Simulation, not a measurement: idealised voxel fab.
A process module follows: voxel self aligned vias.
The width of the displayed cross-section, cut, is 140 nm; its cells are square, with a size of 5 nm.
Cross-section spec: square-cell grid; bands listed top down; each band is one or more rows.
Per band: top height and bottom height in nm, followed by the left-to-right materials and their widths in nm; "all across" marks a single material spanning edge to edge, "empty" marks empty space.
Height is counted from the level 0, under which the received wafer is composed throughout of one material. The lowest of the bands is not closed at the bottom but continues downward, in the notation "0 and below".
With a width like "30->40", each row of cells in the band differs from the next by the same amount, the top row carrying the first number and the bottom row the second.
The cross-section has no changed cell in any step marked "same as before".
This entry, "Closed cavity list", enumerates those empty regions of no fewer than 8 cells that possess no open connection to the top. Each region is reported in the form width x height at distance, the distance being taken from the left edge, with all three quantities expressed in nm.
Heads up: the bit after the settings on a step's line is the simulator's remark on that step.
overlay nm: step with mask; distance mask lay right of planned place; negative value = left of planned place.

The planned process steps are enumerated hereunder:
- 1: RECEIVE | material Si
- 2: CONFORMAL_DEP | material SiO2 | thk nm 10
- 3: CONFORMAL_DEP | material SiCN | thk nm 5
- 4: DIRECTIONAL_DEP | material lowk | thk nm 20
- 5: MASKED_ETCH | tone open | mask id LINES | width nm 30 | pitch nm 70 | etch materials lowk | depth nm 20 | overlay nm 0
- 6: CONFORMAL_DEP | material TiN | thk nm 5
- 7: FILL_DEP | material Ru | thk nm 5
- 8: CMP | height nm 35
- 9: SELECTIVE_ETCH | etch materials W Ru TiN | depth nm 5
- 10: FILL_DEP | material SiN | thk nm 10
- 11: CMP | height nm 35
- 12: DIRECTIONAL_DEP | material lowk | thk nm 20
- 13: PATTERN | tone open | mask id VIAS | material resist | width nm 40 | thk nm 20 | overlay nm 0
- 14: DIRECTIONAL_ETCH | etch materials lowk | depth nm 20
- 15: DIRECTIONAL_ETCH | etch materials SiN | depth nm 5
- 16: STRIP | etch materials resist
- 17: CONFORMAL_DEP | material TiN | thk nm 5
- 18: FILL_DEP | material Cu | thk nm 10
- 19: CMP | height nm 55
- 20: CONFORMAL_DEP | material SiCN | thk nm 5

As received (post step 1): cross-section:
* 0 and below  Si all across
* Closed cavity list: none

Looking at the first of two wafers in cross-section at end of module - ran to plan:
* 60 down to 55  SiCN all across
* 55 down to 40  lowk=15 / TiN=5 / Cu=30 / TiN=5 / lowk=85
* 40 down to 35  lowk=15 / TiN=10 / Cu=20 / TiN=10 / lowk=85
* 35 down to 30  lowk=20 / TiN=30 / lowk=40 / SiN=30 / lowk=20
* 30 down to 20  lowk=20 / TiN=5 / Ru=20 / TiN=5 / lowk=40 / TiN=5 / Ru=20 / TiN=5 / lowk=20
* 20 down to 15  lowk=20 / TiN=30 / lowk=40 / TiN=30 / lowk=20
* 15 down to 10  SiCN all across
* 10 down to 0  SiO2 all across
* 0 and below  Si all across
* Closed cavity list: none

Cross-section, wafer two of two, end of module: same start and plan as wafer one, one error in execution:
* 60 down to 55  SiCN all across
* 55 down to 35  lowk=15 / TiN=5 / Cu=30 / TiN=5 / lowk=85
* 35 down to 30  SiN=15 / TiN=40 / SiN=85
* 30 down to 25  TiN=25 / Ru=20 / TiN=50 / Ru=20 / TiN=25
* 25 down to 10  lowk=20 / TiN=5 / Ru=20 / TiN=5 / lowk=40 / TiN=5 / Ru=20 / TiN=5 / lowk=20
* 10 down to 5  lowk=20 / TiN=30 / lowk=40 / TiN=30 / lowk=20
* 5 down to 0  SiCN all across
* 0 and below  Si all across
* Closed cavity list: none
Processing error: yeah, step 2 of the plan got skipped, never ran
In the final state, the cell counts of the second wafer exceed or fall short of those of the first for the following materials: Cu: 2 more, Ru: 16 more, SiN: 14 more, SiO2: 56 fewer, TiN: 24 more
